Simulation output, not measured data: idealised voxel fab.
process module | voxel self aligned vias
cross-section cut | 245 nm wide | cells 5 nm
A cross-section is a grid of square cells, given in bands from the top down. A band is one or more rows of cells.
Each band's line starts with the height of the band's top and of its bottom, in nm. Then come its materials from left to right, each with its width in nm. One material with "throughout" fills the band from edge to edge. "air" is empty space.
Height 0 is the level under which the wafer as received is all one material. The lowest band goes on downwards, as in "0 down".
A width such as "30 to 40" changes by the same amount from each row of cells to the next, from the band's top row to its bottom row.
"no change" after a step means that no cell of the cross-section changed.
closed voids: empty space of 8 cells or more with no open way to the top, each as width x height at its distance from the left edge, in nm
after a step's settings: what the simulator itself notes on the step
overlay nm, on a step with a mask: how far to the right of its planned place the mask lay; to the left if negative
plan
1 op RECEIVE | material Si
2 op CONFORMAL_DEP | material SiO2 | thk nm 10
3 op CONFORMAL_DEP | material SiCN | thk nm 5
4 op DIRECTIONAL_DEP | material SiO2 | thk nm 30
5 op PATTERN | tone open | mask id LINES | material resist | width nm 30 | pitch nm 70 | thk nm 15 | overlay nm 0
6 op DIRECTIONAL_ETCH | etch materials SiO2 | depth nm 30
7 op STRIP | etch materials resist
8 op CONFORMAL_DEP | material TiN | thk nm 5
9 op FILL_DEP | material Ru | thk nm 5
10 op CMP | height nm 45
11 op SELECTIVE_ETCH | etch materials W Ru TiN | depth nm 5
12 op FILL_DEP | material SiN | thk nm 5
13 op CMP | height nm 45
14 op DIRECTIONAL_DEP | material SiO2 | thk nm 20
15 op DIRECTIONAL_DEP | material aC | thk nm 15
16 op PATTERN | tone open | mask id VIAS | material resist | width nm 50 | pitch nm 140 | thk nm 35 | overlay nm 0
17 op DIRECTIONAL_ETCH | etch materials aC | depth nm 15
18 op STRIP | etch materials resist
19 op DIRECTIONAL_ETCH | etch materials SiO2 | depth nm 20
20 op DIRECTIONAL_ETCH | etch materials SiN | depth nm 5
21 op STRIP | etch materials aC
22 op CONFORMAL_DEP | material TiN | thk nm 5
23 op FILL_DEP | material W | thk nm 5
24 op CMP | height nm 65
25 op CONFORMAL_DEP | material SiN | thk nm 5
as received, after step 1
  0 down: Si throughout
  closed voids: none
a wafer at the end: this start, this plan, one mistake
  70 to 65: SiN throughout
  65 to 50: SiO2 25 | TiN 5 | W 40 | TiN 5 | SiO2 90 | TiN 5 | W 40 | TiN 5 | SiO2 30
  50 to 45: SiO2 25 | TiN 10 | W 20 | TiN 20 | SiO2 90 | TiN 10 | W 20 | TiN 20 | SiO2 30
  45 to 40: SiO2 30 | TiN 30 | SiO2 40 | SiN 30 | SiO2 40 | TiN 30 | SiO2 45
  40 to 20: SiO2 30 | TiN 5 | Ru 20 | TiN 5 | SiO2 40 | TiN 5 | Ru 20 | TiN 5 | SiO2 40 | TiN 5 | Ru 20 | TiN 5 | SiO2 45
  20 to 15: SiO2 30 | TiN 30 | SiO2 40 | TiN 30 | SiO2 40 | TiN 30 | SiO2 45
  15 to 10: SiCN throughout
  10 to 0: SiO2 throughout
  0 down: Si throughout
  closed voids: none
what went wrong: step 5 ran as: op PATTERN | tone open | mask id LINES | material resist | width nm 30 | pitch nm 70 | thk nm 15 | overlay nm -5
